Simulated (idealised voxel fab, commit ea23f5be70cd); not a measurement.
Proc. module: voxel transistor to metal
This is section cut - it's 295 nm across, gridded in 5 nm square cells.
The cross-sections in this document take the form of a grid made of square cells. They are written out as bands, in order from top to bottom. Each band consists of one or more rows of cells. For a band, the entry starts with two heights in nm, that of the top and then that of the bottom, and carries on with the band's materials in order from left to right, each alongside its width in nm; the word "throughout" beside a single material means it fills the band edge to edge, and "blank" means empty space. All heights in this document are referenced to 0, defined as the level beneath which the wafer, as received, consists entirely of one material. The lowest band is not bounded below; it extends indefinitely downward and is written in the form "0 down". Width spec "30..40" -> top row of cells at first value, bottom row at second value, equal per-row change in between. Take "stayed the same" at face value: in the step it is given for, the cross-section changed in none of its cells. You'll see "Sealed cavities" listing empty spaces that have no way open to the top, as long as they're 8 cells or more; the notation is width x height at distance, where the distance is from the left edge, and all of it is in nm. The remark found on a step's line after its settings is issued by the simulator itself and pertains to that step. overlay nm, on a step with a mask: how far to the right of its planned place the mask lay; to the left if negative.
This section lists the process steps that were planned:
- 1: op RECEIVE | material Si
- 2: op CONFORMAL_DEP | material SiO2 | thk nm 5
- 3: op CONFORMAL_DEP | material SiN | thk nm 10
- 4: op DIRECTIONAL_DEP | material aC | thk nm 15
- 5: op PATTERN | tone cover | mask id ACTIVE | material resist | width nm 115 | pitch nm 145 | thk nm 30 | overlay nm 0
- 6: op DIRECTIONAL_ETCH | etch materials aC | depth nm 15
- 7: op STRIP | etch materials resist
- 8: op DIRECTIONAL_ETCH | etch materials SiN | depth nm 10
- 9: op DIRECTIONAL_ETCH | etch materials SiO2 | depth nm 5
- 10: op DIRECTIONAL_ETCH | etch materials Si | depth nm 30
- 11: op STRIP | etch materials aC
- 12: op OXIDIZE | depth nm 5
- 13: op FILL_DEP | material SiO2 | thk nm 5
- 14: op CMP | height nm 15
- 15: op SELECTIVE_ETCH | etch materials SiO2 | depth nm 10
- 16: op STRIP | etch materials SiN
- 17: op SELECTIVE_ETCH | etch materials SiO2 | depth nm 5
- 18: op OXIDIZE | depth nm 5
- 19: op DIRECTIONAL_DEP | material polySi | thk nm 20
- 20: op DIRECTIONAL_DEP | material SiCN | thk nm 10
- 21: op DIRECTIONAL_DEP | material aC | thk nm 15
- 22: op PATTERN | tone cover | mask id GATE | material resist | width nm 25 | pitch nm 145 | thk nm 30 | overlay nm 0
- 23: op DIRECTIONAL_ETCH | etch materials aC | depth nm 15
- 24: op STRIP | etch materials resist
- 25: op DIRECTIONAL_ETCH | etch materials SiCN | depth nm 20
- 26: op DIRECTIONAL_ETCH | etch materials polySi | depth nm 30
- 27: op STRIP | etch materials aC
- 28: op CONFORMAL_DEP | material SiN | thk nm 5
- 29: op DIRECTIONAL_ETCH | etch materials SiN | depth nm 5
- 30: op DIRECTIONAL_ETCH | etch materials SiO2 | depth nm 5
- 31: op DIRECTIONAL_ETCH | etch materials Si | depth nm 5
- 32: op EPI | material pSi | thk nm 5
- 33: op FILL_DEP | material SiO2 | thk nm 5
- 34: op CMP | height nm 20
- 35: op STRIP | etch materials polySi
- 36: op SELECTIVE_ETCH | etch materials SiO2 | depth nm 5
- 37: op CONFORMAL_DEP | material HfO2 | thk nm 5
- 38: op CONFORMAL_DEP | material TiN | thk nm 5
- 39: op FILL_DEP | material W | thk nm 10
- 40: op CMP | height nm 15
- 41: op DIRECTIONAL_DEP | material SiO2 | thk nm 10
- 42: op PATTERN | tone open | mask id CONTACT | material resist | width nm 20 | thk nm 15 | overlay nm 0
- 43: op DIRECTIONAL_ETCH | etch materials SiO2 | depth nm 30
- 44: op STRIP | etch materials resist
- 45: op CONFORMAL_DEP | material TiN | thk nm 5
- 46: op FILL_DEP | material W | thk nm 5
- 47: op CMP | height nm 25
- 48: op CONFORMAL_DEP | material SiN | thk nm 5
- 49: op DIRECTIONAL_DEP | material lowk | thk nm 20
- 50: op MASKED_ETCH | tone open | mask id METAL_1 | width nm 20 | etch materials lowk | depth nm 20 | overlay nm 0
- 51: op MASKED_ETCH | tone open | mask id METAL_1 | width nm 20 | etch materials SiN | depth nm 5 | overlay nm 0
- 52: op CONFORMAL_DEP | material TiN | thk nm 5
- 53: op FILL_DEP | material Cu | thk nm 5
- 54: op CMP | height nm 50
- 55: op EPI | material Ru | thk nm 5
- 56: op FILL_DEP | material SiCN | thk nm 5
- 57: op DIRECTIONAL_DEP | material lowk | thk nm 25
- 58: op MASKED_ETCH | tone open | mask id METAL_2_HOLES | width nm 15 | pitch nm 145 | etch materials lowk | depth nm 25 | overlay nm 0
- 59: op DIRECTIONAL_DEP | material aC | thk nm 15
- 60: op PATTERN | tone open | mask id METAL_2 | material resist | width nm 20 | pitch nm 145 | thk nm 35 | overlay nm 0
- 61: op DIRECTIONAL_ETCH | etch materials aC | depth nm 15
- 62: op STRIP | etch materials resist
- 63: op DIRECTIONAL_ETCH | etch materials lowk | depth nm 15
- 64: op DIRECTIONAL_ETCH | etch materials SiCN | depth nm 5
- 65: op STRIP | etch materials aC
- 66: op CONFORMAL_DEP | material TiN | thk nm 5
- 67: op FILL_DEP | material Cu | thk nm 10
- 68: op CMP | height nm 85
- 69: op CONFORMAL_DEP | material SiN | thk nm 5
Every wafer here starts from the same state; it is the step 52 thk nm that distinguishes them, and the value the plan gives belongs to the first wafer.
As-received state after step 1, first of several wafers, cross-section:
    0 down  Si throughout
    Sealed cavities: none
So in this table every wafer gets its own row, and what you see is where it stands at the end of the module: for each material, how many cells it picked up (+) or gave up (-) since we received it, and after that its closed voids:
thk nm 5; +46 Cu; +26 HfO2; +24 Ru; -189 Si; +88 SiCN; +114 SiN; +300 SiO2; +146 TiN; +44 W; +431 lowk; +32 pSi; Sealed cavities: none
thk nm 10; +14 Cu; +26 HfO2; +24 Ru; -189 Si; +88 SiCN; +114 SiN; +300 SiO2; +178 TiN; +44 W; +431 lowk; +32 pSi; Sealed cavities: none
thk nm 15; +14 Cu; +26 HfO2; +24 Ru; -189 Si; +88 SiCN; +114 SiN; +300 SiO2; +178 TiN; +44 W; +431 lowk; +32 pSi; Sealed cavities: none
thk nm 20; +14 Cu; +26 HfO2; +24 Ru; -189 Si; +88 SiCN; +114 SiN; +300 SiO2; +178 TiN; +44 W; +431 lowk; +32 pSi; Sealed cavities: none
